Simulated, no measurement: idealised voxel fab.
Process module name: voxel wiring stack
cross-section cut | 280 nm wide | cells 5 nm
Format of a cross-section: grid, square cells. Given as bands. Order: top down. Band: one or more rows of cells. Heights first: top, then bottom, in nm. Then materials, left to right, each with a width in nm. "edge to edge" on a single material: fills the band edge to edge. "air": empty space. All heights in this document are referenced to 0, defined as the level beneath which the wafer, as received, consists entirely of one material. The lowest band is not bounded below; it extends indefinitely downward and is written in the form "top 0, no bottom". So if you see something like "30..40" for the width, read it as the top row of the band sitting at the first number and the bottom row at the second, with every row in between moving by the same amount as the last. Where a step carries "all unchanged", the cross-section came out of it unchanged, cell for cell. Entry "Sealed cavities" = empty spaces >= 8 cells with no open way to the top; each as width x height at distance, distance from left edge, all nm. Past the settings on a step's line: simulator remark, on that step. If you see "overlay nm" on a step's line and that step has a mask, it's telling you how far right of where it was planned the mask ended up; a negative number means it went left instead.

These are the steps we planned for the process
1,RECEIVE (material Si)
2,CONFORMAL_DEP (material SiO2; thk nm 10)
3,DIRECTIONAL_DEP (material TiN; thk nm 5)
4,DIRECTIONAL_DEP (material W; thk nm 15)
5,MASKED_ETCH (tone cover; mask id METAL_1; width nm 25; pitch nm 40; etch materials W; depth nm 15; overlay nm 0)
6,MASKED_ETCH (tone cover; mask id METAL_1; width nm 25; pitch nm 40; etch materials TiN; depth nm 5; overlay nm 0)
7,CONFORMAL_DEP (material SiCN; thk nm 5)
8,FILL_DEP (material SiO2; thk nm 5)
9,CMP (height nm 30)
10,CONFORMAL_DEP (material SiCN; thk nm 5)
11,DIRECTIONAL_DEP (material SiO2; thk nm 20)
12,DIRECTIONAL_DEP (material aC; thk nm 15)
13,PATTERN (tone open; mask id PLUG_1; material resist; width nm 15; pitch nm 40; thk nm 35; overlay nm 0)
14,DIRECTIONAL_ETCH (etch materials aC; depth nm 15)
15,STRIP (etch materials resist)
16,DIRECTIONAL_ETCH (etch materials SiO2; depth nm 20)
17,DIRECTIONAL_ETCH (etch materials SiCN; depth nm 5)
18,STRIP (etch materials aC)
19,CONFORMAL_DEP (material TiN; thk nm 5)
20,FILL_DEP (material Cu; thk nm 5)
21,CMP (height nm 55)
22,DIRECTIONAL_DEP (material TiN; thk nm 5)
23,DIRECTIONAL_DEP (material W; thk nm 15)
24,DIRECTIONAL_DEP (material aC; thk nm 15)
25,PATTERN (tone cover; mask id METAL_2; material resist; width nm 25; pitch nm 40; thk nm 35; overlay nm 0)
26,DIRECTIONAL_ETCH (etch materials aC; depth nm 15)
27,STRIP (etch materials resist)
28,DIRECTIONAL_ETCH (etch materials W; depth nm 15)
29,DIRECTIONAL_ETCH (etch materials TiN; depth nm 5)
30,STRIP (etch materials aC)
31,CONFORMAL_DEP (material SiN; thk nm 5)
32,FILL_DEP (material SiO2; thk nm 5)
33,CMP (height nm 75)
34,CONFORMAL_DEP (material SiCN; thk nm 5)
35,DIRECTIONAL_DEP (material lowk; thk nm 30)
36,MASKED_ETCH (tone open; mask id METAL_3; width nm 25; pitch nm 40; etch materials lowk; depth nm 20; overlay nm 0)
37,DIRECTIONAL_DEP (material aC; thk nm 15)
38,PATTERN (tone open; mask id METAL_3_HOLES; material resist; width nm 15; pitch nm 40; thk nm 35; overlay nm 0)
39,DIRECTIONAL_ETCH (etch materials aC; depth nm 15)
40,STRIP (etch materials resist)
41,DIRECTIONAL_ETCH (etch materials lowk; depth nm 10)
42,DIRECTIONAL_ETCH (etch materials SiCN; depth nm 5)
43,STRIP (etch materials aC)
44,CONFORMAL_DEP (material TiN; thk nm 5)
45,FILL_DEP (material Cu; thk nm 10)
46,CMP (height nm 110)
47,CONFORMAL_DEP (material SiCN; thk nm 5)
48,DIRECTIONAL_DEP (material SiO2; thk nm 15)
49,DIRECTIONAL_DEP (material aC; thk nm 15)
50,PATTERN (tone open; mask id PLUG_3; material resist; width nm 15; thk nm 30; overlay nm 0)
51,DIRECTIONAL_ETCH (etch materials aC; depth nm 15)
52,STRIP (etch materials resist)
53,DIRECTIONAL_ETCH (etch materials SiO2; depth nm 15)
54,DIRECTIONAL_ETCH (etch materials SiCN; depth nm 5)
55,STRIP (etch materials aC)
56,CONFORMAL_DEP (material TiN; thk nm 5)
57,FILL_DEP (material Ru; thk nm 5)
58,CMP (height nm 130)
59,DIRECTIONAL_DEP (material TiN; thk nm 5)
60,DIRECTIONAL_DEP (material Ru; thk nm 25)
61,DIRECTIONAL_DEP (material aC; thk nm 10)
62,PATTERN (tone cover; mask id METAL_4; material resist; width nm 25; pitch nm 40; thk nm 25; overlay nm 0)
63,DIRECTIONAL_ETCH (etch materials aC; depth nm 10)
64,STRIP (etch materials resist)
65,DIRECTIONAL_ETCH (etch materials Ru; depth nm 25)
66,DIRECTIONAL_ETCH (etch materials TiN; depth nm 5)
67,STRIP (etch materials aC)
68,CONFORMAL_DEP (material SiN; thk nm 5)
69,FILL_DEP (material lowk; thk nm 10)
70,CMP (height nm 160)
71,CONFORMAL_DEP (material SiCN; thk nm 5)

First of two wafers - as planned

Cross-section, incoming material, after step 1
* top 0, no bottom | Si edge to edge
* Sealed cavities: none

After step 2, in cross-section
* top 10, bottom 0 | SiO2 edge to edge
* No changes below 0.

After step 3, in cross-section
* top 15, bottom 10 | TiN edge to edge
* No changes below 10.

After step 4, in cross-section
* top 30, bottom 15 | W edge to edge
* No changes below 15.

After step 5, in cross-section
* top 30, bottom 15 | air: 105 | W: 25 | air: 15 | W: 25 | air: 110
* No changes below 15.

After step 6, in cross-section
* top 30, bottom 15 | air: 105 | W: 25 | air: 15 | W: 25 | air: 110
* top 15, bottom 10 | air: 105 | TiN: 25 | air: 15 | TiN: 25 | air: 110
* No changes below 10.

After step 7, in cross-section
* top 35, bottom 30 | air: 100 | SiCN: 35 | air: 5 | SiCN: 35 | air: 105
* top 30, bottom 15 | air: 100 | SiCN: 5 | W: 25 | SiCN: 5 | air: 5 | SiCN: 5 | W: 25 | SiCN: 5 | air: 105
* top 15, bottom 10 | SiCN: 105 | TiN: 25 | SiCN: 15 | TiN: 25 | SiCN: 110
* No changes below 10.

After step 8, in cross-section
* top 40, bottom 35 | SiO2 edge to edge
* top 35, bottom 30 | SiO2: 100 | SiCN: 35 | SiO2: 5 | SiCN: 35 | SiO2: 105
* top 30, bottom 15 | SiO2: 100 | SiCN: 5 | W: 25 | SiCN: 5 | SiO2: 5 | SiCN: 5 | W: 25 | SiCN: 5 | SiO2: 105
* No changes below 15.

After step 9, in cross-section
* top 30, bottom 15 | SiO2: 100 | SiCN: 5 | W: 25 | SiCN: 5 | SiO2: 5 | SiCN: 5 | W: 25 | SiCN: 5 | SiO2: 105
* No changes below 15.

After step 10, in cross-section
* top 35, bottom 30 | SiCN edge to edge
* No changes below 30.

After step 11, in cross-section
* top 55, bottom 35 | SiO2 edge to edge
* No changes below 35.

After step 12, in cross-section
* top 70, bottom 55 | aC edge to edge
* No changes below 55.

After step 13, in cross-section
* top 105, bottom 70 | resist: 105 | air: 15 | resist: 25 | air: 15 | resist: 120
* No changes below 70.

After step 14, in cross-section
* top 90, bottom 70 | resist: 105 | air: 15 | resist: 25 | air: 15 | resist: 120
* top 70, bottom 55 | aC: 105 | air: 15 | aC: 25 | air: 15 | aC: 120
* No changes below 55.

After step 15, in cross-section
* top 70, bottom 55 | aC: 105 | air: 15 | aC: 25 | air: 15 | aC: 120
* No changes below 55.

After step 16, in cross-section
* top 70, bottom 55 | aC: 105 | air: 15 | aC: 25 | air: 15 | aC: 120
* top 55, bottom 35 | SiO2: 105 | air: 15 | SiO2: 25 | air: 15 | SiO2: 120
* No changes below 35.

After step 17, in cross-section
* top 70, bottom 55 | aC: 105 | air: 15 | aC: 25 | air: 15 | aC: 120
* top 55, bottom 35 | SiO2: 105 | air: 15 | SiO2: 25 | air: 15 | SiO2: 120
* top 35, bottom 30 | SiCN: 105 | air: 15 | SiCN: 25 | air: 15 | SiCN: 120
* No changes below 30.

After step 18, in cross-section
* top 55, bottom 35 | SiO2: 105 | air: 15 | SiO2: 25 | air: 15 | SiO2: 120
* No changes below 35.

After step 19, in cross-section
* top 60, bottom 55 | TiN: 110 | air: 5 | TiN: 35 | air: 5 | TiN: 125
* top 55, bottom 35 | SiO2: 105 | TiN: 5 | air: 5 | TiN: 5 | SiO2: 25 | TiN: 5 | air: 5 | TiN: 5 | SiO2: 120
* top 35, bottom 30 | SiCN: 105 | TiN: 15 | SiCN: 25 | TiN: 15 | SiCN: 120
* No changes below 30.

After step 20, in cross-section
* top 65, bottom 60 | Cu edge to edge
* top 60, bottom 55 | TiN: 110 | Cu: 5 | TiN: 35 | Cu: 5 | TiN: 125
* top 55, bottom 35 | SiO2: 105 | TiN: 5 | Cu: 5 | TiN: 5 | SiO2: 25 | TiN: 5 | Cu: 5 | TiN: 5 | SiO2: 120
* No changes below 35.

After step 21, in cross-section
* top 55, bottom 35 | SiO2: 105 | TiN: 5 | Cu: 5 | TiN: 5 | SiO2: 25 | TiN: 5 | Cu: 5 | TiN: 5 | SiO2: 120
* No changes below 35.

After step 22, in cross-section
* top 60, bottom 55 | TiN edge to edge
* No changes below 55.

After step 23, in cross-section
* top 75, bottom 60 | W edge to edge
* No changes below 60.

After step 24, in cross-section
* top 90, bottom 75 | aC edge to edge
* No changes below 75.

After step 25, in cross-section
* top 125, bottom 90 | air: 105 | resist: 25 | air: 15 | resist: 25 | air: 110
* No changes below 90.

After step 26, in cross-section
* top 110, bottom 90 | air: 105 | resist: 25 | air: 15 | resist: 25 | air: 110
* top 90, bottom 75 | air: 105 | aC: 25 | air: 15 | aC: 25 | air: 110
* No changes below 75.

After step 27, in cross-section
* top 90, bottom 75 | air: 105 | aC: 25 | air: 15 | aC: 25 | air: 110
* No changes below 75.

After step 28, in cross-section
* top 90, bottom 75 | air: 105 | aC: 25 | air: 15 | aC: 25 | air: 110
* top 75, bottom 60 | air: 105 | W: 25 | air: 15 | W: 25 | air: 110
* No changes below 60.

After step 29, in cross-section
* top 90, bottom 75 | air: 105 | aC: 25 | air: 15 | aC: 25 | air: 110
* top 75, bottom 60 | air: 105 | W: 25 | air: 15 | W: 25 | air: 110
* top 60, bottom 55 | air: 105 | TiN: 25 | air: 15 | TiN: 25 | air: 110
* No changes below 55.

After step 30, in cross-section
* top 75, bottom 60 | air: 105 | W: 25 | air: 15 | W: 25 | air: 110
* No changes below 60.

After step 31, in cross-section
* top 80, bottom 75 | air: 100 | SiN: 35 | air: 5 | SiN: 35 | air: 105
* top 75, bottom 60 | air: 100 | SiN: 5 | W: 25 | SiN: 5 | air: 5 | SiN: 5 | W: 25 | SiN: 5 | air: 105
* top 60, bottom 55 | SiN: 105 | TiN: 25 | SiN: 15 | TiN: 25 | SiN: 110
* No changes below 55.

After step 32, in cross-section
* top 85, bottom 80 | SiO2 edge to edge
* top 80, bottom 75 | SiO2: 100 | SiN: 35 | SiO2: 5 | SiN: 35 | SiO2: 105
* top 75, bottom 60 | SiO2: 100 | SiN: 5 | W: 25 | SiN: 5 | SiO2: 5 | SiN: 5 | W: 25 | SiN: 5 | SiO2: 105
* No changes below 60.

After step 33, in cross-section
* top 75, bottom 60 | SiO2: 100 | SiN: 5 | W: 25 | SiN: 5 | SiO2: 5 | SiN: 5 | W: 25 | SiN: 5 | SiO2: 105
* No changes below 60.

After step 34, in cross-section
* top 80, bottom 75 | SiCN edge to edge
* No changes below 75.

After step 35, in cross-section
* top 110, bottom 80 | lowk edge to edge
* No changes below 80.

After step 36, in cross-section
* top 110, bottom 90 | lowk: 105 | air: 25 | lowk: 15 | air: 25 | lowk: 110
* No changes below 90.

After step 37, in cross-section
* top 125, bottom 110 | aC: 105 | air: 25 | aC: 15 | air: 25 | aC: 110
* top 110, bottom 105 | lowk: 105 | air: 25 | lowk: 15 | air: 25 | lowk: 110
* top 105, bottom 90 | lowk: 105 | aC: 25 | lowk: 15 | aC: 25 | lowk: 110
* No changes below 90.

After step 38, in cross-section
* top 160, bottom 125 | resist: 105 | air: 15 | resist: 25 | air: 15 | resist: 120
* top 125, bottom 110 | aC: 105 | air: 15 | resist: 10 | aC: 15 | air: 15 | resist: 10 | aC: 110
* top 110, bottom 105 | lowk: 105 | air: 15 | resist: 10 | lowk: 15 | air: 15 | resist: 10 | lowk: 110
* No changes below 105.

After step 39, in cross-section
* top 145, bottom 125 | resist: 105 | air: 15 | resist: 25 | air: 15 | resist: 120
* top 125, bottom 110 | aC: 105 | air: 15 | resist: 10 | aC: 15 | air: 15 | resist: 10 | aC: 110
* top 110, bottom 105 | lowk: 105 | air: 15 | resist: 10 | lowk: 15 | air: 15 | resist: 10 | lowk: 110
* top 105, bottom 90 | lowk: 105 | air: 15 | aC: 10 | lowk: 15 | air: 15 | aC: 10 | lowk: 110
* No changes below 90.

After step 40, in cross-section
* top 125, bottom 110 | aC: 105 | air: 25 | aC: 15 | air: 25 | aC: 110
* top 110, bottom 105 | lowk: 105 | air: 25 | lowk: 15 | air: 25 | lowk: 110
* No changes below 105.

After step 41, in cross-section
* top 125, bottom 110 | aC: 105 | air: 25 | aC: 15 | air: 25 | aC: 110
* top 110, bottom 105 | lowk: 105 | air: 25 | lowk: 15 | air: 25 | lowk: 110
* top 105, bottom 90 | lowk: 105 | air: 15 | aC: 10 | lowk: 15 | air: 15 | aC: 10 | lowk: 110
* top 90, bottom 80 | lowk: 105 | air: 15 | lowk: 25 | air: 15 | lowk: 120
* No changes below 80.

After step 42, in cross-section
* top 125, bottom 110 | aC: 105 | air: 25 | aC: 15 | air: 25 | aC: 110
* top 110, bottom 105 | lowk: 105 | air: 25 | lowk: 15 | air: 25 | lowk: 110
* top 105, bottom 90 | lowk: 105 | air: 15 | aC: 10 | lowk: 15 | air: 15 | aC: 10 | lowk: 110
* top 90, bottom 80 | lowk: 105 | air: 15 | lowk: 25 | air: 15 | lowk: 120
* top 80, bottom 75 | SiCN: 105 | air: 15 | SiCN: 25 | air: 15 | SiCN: 120
* No changes below 75.

After step 43, in cross-section
* top 110, bottom 90 | lowk: 105 | air: 25 | lowk: 15 | air: 25 | lowk: 110
* No changes below 90.

After step 44, in cross-section
* top 115, bottom 110 | TiN: 110 | air: 15 | TiN: 25 | air: 15 | TiN: 115
* top 110, bottom 95 | lowk: 105 | TiN: 5 | air: 15 | TiN: 5 | lowk: 15 | TiN: 5 | air: 15 | TiN: 5 | lowk: 110
* top 95, bottom 90 | lowk: 105 | TiN: 5 | air: 5 | TiN: 15 | lowk: 15 | TiN: 5 | air: 5 | TiN: 15 | lowk: 110
* top 90, bottom 80 | lowk: 105 | TiN: 5 | air: 5 | TiN: 5 | lowk: 25 | TiN: 5 | air: 5 | TiN: 5 | lowk: 120
* top 80, bottom 75 | SiCN: 105 | TiN: 15 | SiCN: 25 | TiN: 15 | SiCN: 120
* No changes below 75.

After step 45, in cross-section
* top 125, bottom 115 | Cu edge to edge
* top 115, bottom 110 | TiN: 110 | Cu: 15 | TiN: 25 | Cu: 15 | TiN: 115
* top 110, bottom 95 | lowk: 105 | TiN: 5 | Cu: 15 | TiN: 5 | lowk: 15 | TiN: 5 | Cu: 15 | TiN: 5 | lowk: 110
* top 95, bottom 90 | lowk: 105 | TiN: 5 | Cu: 5 | TiN: 15 | lowk: 15 | TiN: 5 | Cu: 5 | TiN: 15 | lowk: 110
* top 90, bottom 80 | lowk: 105 | TiN: 5 | Cu: 5 | TiN: 5 | lowk: 25 | TiN: 5 | Cu: 5 | TiN: 5 | lowk: 120
* No changes below 80.

After step 46, in cross-section
* top 110, bottom 95 | lowk: 105 | TiN: 5 | Cu: 15 | TiN: 5 | lowk: 15 | TiN: 5 | Cu: 15 | TiN: 5 | lowk: 110
* No changes below 95.

After step 47, in cross-section
* top 115, bottom 110 | SiCN edge to edge
* No changes below 110.

After step 48, in cross-section
* top 130, bottom 115 | SiO2 edge to edge
* No changes below 115.

After step 49, in cross-section
* top 145, bottom 130 | aC edge to edge
* No changes below 130.

After step 50, in cross-section
* top 175, bottom 145 | resist: 105 | air: 15 | resist: 160
* No changes below 145.

After step 51, in cross-section
* top 160, bottom 145 | resist: 105 | air: 15 | resist: 160
* top 145, bottom 130 | aC: 105 | air: 15 | aC: 160
* No changes below 130.

After step 52, in cross-section
* top 145, bottom 130 | aC: 105 | air: 15 | aC: 160
* No changes below 130.

After step 53, in cross-section
* top 145, bottom 130 | aC: 105 | air: 15 | aC: 160
* top 130, bottom 115 | SiO2: 105 | air: 15 | SiO2: 160
* No changes below 115.

After step 54, in cross-section
* top 145, bottom 130 | aC: 105 | air: 15 | aC: 160
* top 130, bottom 115 | SiO2: 105 | air: 15 | SiO2: 160
* top 115, bottom 110 | SiCN: 105 | air: 15 | SiCN: 160
* No changes below 110.

After step 55, in cross-section
* top 130, bottom 115 | SiO2: 105 | air: 15 | SiO2: 160
* No changes below 115.

After step 56, in cross-section
* top 135, bottom 130 | TiN: 110 | air: 5 | TiN: 165
* top 130, bottom 115 | SiO2: 105 | TiN: 5 | air: 5 | TiN: 5 | SiO2: 160
* top 115, bottom 110 | SiCN: 105 | TiN: 15 | SiCN: 160
* No changes below 110.

After step 57, in cross-section
* top 140, bottom 135 | Ru edge to edge
* top 135, bottom 130 | TiN: 110 | Ru: 5 | TiN: 165
* top 130, bottom 115 | SiO2: 105 | TiN: 5 | Ru: 5 | TiN: 5 | SiO2: 160
* No changes below 115.

After step 58, in cross-section
* top 130, bottom 115 | SiO2: 105 | TiN: 5 | Ru: 5 | TiN: 5 | SiO2: 160
* No changes below 115.

After step 59, in cross-section
* top 135, bottom 130 | TiN edge to edge
* No changes below 130.

After step 60, in cross-section
* top 160, bottom 135 | Ru edge to edge
* No changes below 135.

After step 61, in cross-section
* top 170, bottom 160 | aC edge to edge
* No changes below 160.

After step 62, in cross-section
* top 195, bottom 170 | air: 105 | resist: 25 | air: 15 | resist: 25 | air: 110
* No changes below 170.

After step 63, in cross-section
* top 185, bottom 170 | air: 105 | resist: 25 | air: 15 | resist: 25 | air: 110
* top 170, bottom 160 | air: 105 | aC: 25 | air: 15 | aC: 25 | air: 110
* No changes below 160.

After step 64, in cross-section
* top 170, bottom 160 | air: 105 | aC: 25 | air: 15 | aC: 25 | air: 110
* No changes below 160.

After step 65, in cross-section
* top 170, bottom 160 | air: 105 | aC: 25 | air: 15 | aC: 25 | air: 110
* top 160, bottom 135 | air: 105 | Ru: 25 | air: 15 | Ru: 25 | air: 110
* No changes below 135.

After step 66, in cross-section
* top 170, bottom 160 | air: 105 | aC: 25 | air: 15 | aC: 25 | air: 110
* top 160, bottom 135 | air: 105 | Ru: 25 | air: 15 | Ru: 25 | air: 110
* top 135, bottom 130 | air: 105 | TiN: 25 | air: 15 | TiN: 25 | air: 110
* No changes below 130.

After step 67, in cross-section
* top 160, bottom 135 | air: 105 | Ru: 25 | air: 15 | Ru: 25 | air: 110
* No changes below 135.

After step 68, in cross-section
* top 165, bottom 160 | air: 100 | SiN: 35 | air: 5 | SiN: 35 | air: 105
* top 160, bottom 135 | air: 100 | SiN: 5 | Ru: 25 | SiN: 5 | air: 5 | SiN: 5 | Ru: 25 | SiN: 5 | air: 105
* top 135, bottom 130 | SiN: 105 | TiN: 25 | SiN: 15 | TiN: 25 | SiN: 110
* No changes below 130.

After step 69, in cross-section
* top 175, bottom 165 | lowk edge to edge
* top 165, bottom 160 | lowk: 100 | SiN: 35 | lowk: 5 | SiN: 35 | lowk: 105
* top 160, bottom 135 | lowk: 100 | SiN: 5 | Ru: 25 | SiN: 5 | lowk: 5 | SiN: 5 | Ru: 25 | SiN: 5 | lowk: 105
* No changes below 135.

After step 70, in cross-section
* top 160, bottom 135 | lowk: 100 | SiN: 5 | Ru: 25 | SiN: 5 | lowk: 5 | SiN: 5 | Ru: 25 | SiN: 5 | lowk: 105
* No changes below 135.

After step 71, in cross-section
* top 165, bottom 160 | SiCN edge to edge
* No changes below 160.

The second wafer was prepared from the same starting point and under the same plan as the first; its processing contained one mistake, and it remains indistinguishable from the first wafer up to and including step 61

Here is the second wafer in cross-section at the point where step 62 of the plan should have been done
* top 195, bottom 170 | resist: 105 | air: 25 | resist: 15 | air: 25 | resist: 110
* No changes below 170.

Here is the second wafer in cross-section at the point where step 63 of the plan should have been done
* top 185, bottom 170 | resist: 105 | air: 25 | resist: 15 | air: 25 | resist: 110
* top 170, bottom 160 | aC: 105 | air: 25 | aC: 15 | air: 25 | aC: 110
* No changes below 160.

Here is the second wafer in cross-section at the point where step 64 of the plan should have been done
* top 170, bottom 160 | aC: 105 | air: 25 | aC: 15 | air: 25 | aC: 110
* No changes below 160.

Here is the second wafer in cross-section at the point where step 65 of the plan should have been done
* top 170, bottom 160 | aC: 105 | air: 25 | aC: 15 | air: 25 | aC: 110
* top 160, bottom 135 | Ru: 105 | air: 25 | Ru: 15 | air: 25 | Ru: 110
* No changes below 135.

Here is the second wafer in cross-section at the point where step 66 of the plan should have been done
* top 170, bottom 160 | aC: 105 | air: 25 | aC: 15 | air: 25 | aC: 110
* top 160, bottom 135 | Ru: 105 | air: 25 | Ru: 15 | air: 25 | Ru: 110
* top 135, bottom 130 | TiN: 105 | air: 25 | TiN: 15 | air: 25 | TiN: 110
* No changes below 130.

Here is the second wafer in cross-section at the point where step 67 of the plan should have been done
* top 160, bottom 135 | Ru: 105 | air: 25 | Ru: 15 | air: 25 | Ru: 110
* No changes below 135.

Here is the second wafer in cross-section at the point where step 68 of the plan should have been done
* top 165, bottom 160 | SiN: 110 | air: 15 | SiN: 25 | air: 15 | SiN: 115
* top 160, bottom 135 | Ru: 105 | SiN: 5 | air: 15 | SiN: 5 | Ru: 15 | SiN: 5 | air: 15 | SiN: 5 | Ru: 110
* top 135, bottom 130 | TiN: 105 | SiN: 25 | TiN: 15 | SiN: 25 | TiN: 110
* No changes below 130.

Here is the second wafer in cross-section at the point where step 69 of the plan should have been done
* top 175, bottom 165 | lowk edge to edge
* top 165, bottom 160 | SiN: 110 | lowk: 15 | SiN: 25 | lowk: 15 | SiN: 115
* top 160, bottom 135 | Ru: 105 | SiN: 5 | lowk: 15 | SiN: 5 | Ru: 15 | SiN: 5 | lowk: 15 | SiN: 5 | Ru: 110
* No changes below 135.

Here is the second wafer in cross-section at the point where step 70 of the plan should have been done
* top 160, bottom 135 | Ru: 105 | SiN: 5 | lowk: 15 | SiN: 5 | Ru: 15 | SiN: 5 | lowk: 15 | SiN: 5 | Ru: 110
* No changes below 135.

Here is the second wafer in cross-section at the point where step 71 of the plan should have been done
* top 165, bottom 160 | SiCN edge to edge
* No changes below 160.
Processing error: so step 62 ended up running with a different setting than we planned, it ran as PATTERN (tone open; mask id METAL_4; material resist; width nm 25; pitch nm 40; thk nm 25; overlay nm 0)
The second wafer ends with more or fewer cells of some materials than the first, per final count: +180 Ru, -36 SiN, +36 TiN, -180 lowk
